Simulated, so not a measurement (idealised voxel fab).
This is a process module. Its name is voxel tone inversion.
Section shown: cut. Width: 210 nm. Cell size: 5 nm, square.
How to read a cross-section here: the picture is a grid of square cells, written as bands going from the top down, and any band can span one or more rows of cells.
For a band, the entry starts with two heights in nm, that of the top and then that of the bottom, and carries on with the band's materials in order from left to right, each alongside its width in nm; the word "throughout" beside a single material means it fills the band edge to edge, and "empty" means empty space.
Heights are expressed relative to 0, this being the level below which the as-received wafer comprises one material exclusively. The lowest band is unbounded in the downward direction and is denoted as in "top 0, no bottom".
Per-row width for "30..40": begins at first number (top row of band), ends at second number (bottom row), increment between rows held constant.
Take "identical to before" at face value: in the step it is given for, the cross-section changed in none of its cells.
If an empty space has no open way to the top and is at least 8 cells in size, "Cavities, sealed" lists it, written width x height at distance, where distance is measured from the left edge and every value is in nm.
Past the settings on a step's line: simulator remark, on that step.
"overlay nm" on a masked step: distance the mask lay right of its planned place, negative for left.

**Steps planned for the process**
1: RECEIVE,material Si
2: CONFORMAL_DEP,material SiCN,thk nm 5
3: DIRECTIONAL_DEP,material aC,thk nm 25
4: PATTERN,tone cover,mask id POSTS,material resist,width nm 15,pitch nm 40,thk nm 30,overlay nm 0
5: DIRECTIONAL_ETCH,etch materials aC,depth nm 25
6: STRIP,etch materials resist
7: FILL_DEP,material lowk,thk nm 5
8: CMP,height nm 30
9: STRIP,etch materials aC
10: CONFORMAL_DEP,material TiN,thk nm 5
11: FILL_DEP,material Ru,thk nm 10
12: CMP,height nm 30
13: CONFORMAL_DEP,material SiCN,thk nm 5

**Received-state cross-section, reflecting completion of step 1**
    top 0, no bottom = Si throughout
    Cavities, sealed: none

**End-of-module cross-section of the first of two wafers, processed as planned**
    top 35, bottom 30 = SiCN throughout
    top 30, bottom 10 = lowk 75 | TiN 5 | Ru 5 | TiN 5 | lowk 25 | TiN 5 | Ru 5 | TiN 5 | lowk 80
    top 10, bottom 5 = lowk 75 | TiN 15 | lowk 25 | TiN 15 | lowk 80
    top 5, bottom 0 = SiCN throughout
    top 0, no bottom = Si throughout
    Cavities, sealed: none

**Module end: cross-section of wafer two of two. Same start and process plan as the first wafer. One mistake during execution**
    top 35, bottom 30 = SiCN throughout
    top 30, bottom 10 = lowk 70 | TiN 5 | Ru 15 | TiN 5 | lowk 15 | TiN 5 | Ru 15 | TiN 5 | lowk 75
    top 10, bottom 5 = lowk 70 | TiN 25 | lowk 15 | TiN 25 | lowk 75
    top 5, bottom 0 = SiCN throughout
    top 0, no bottom = Si throughout
    Cavities, sealed: none
what went wrong: not per plan at step 4, really ran PATTERN,tone cover,mask id POSTS,material resist,width nm 25,pitch nm 40,thk nm 30,overlay nm 0
Upon completion, the second wafer contains, in terms of cells, a greater or smaller amount of certain materials than the first wafer: 16 more of Ru, 4 more of TiN, 20 fewer of lowk
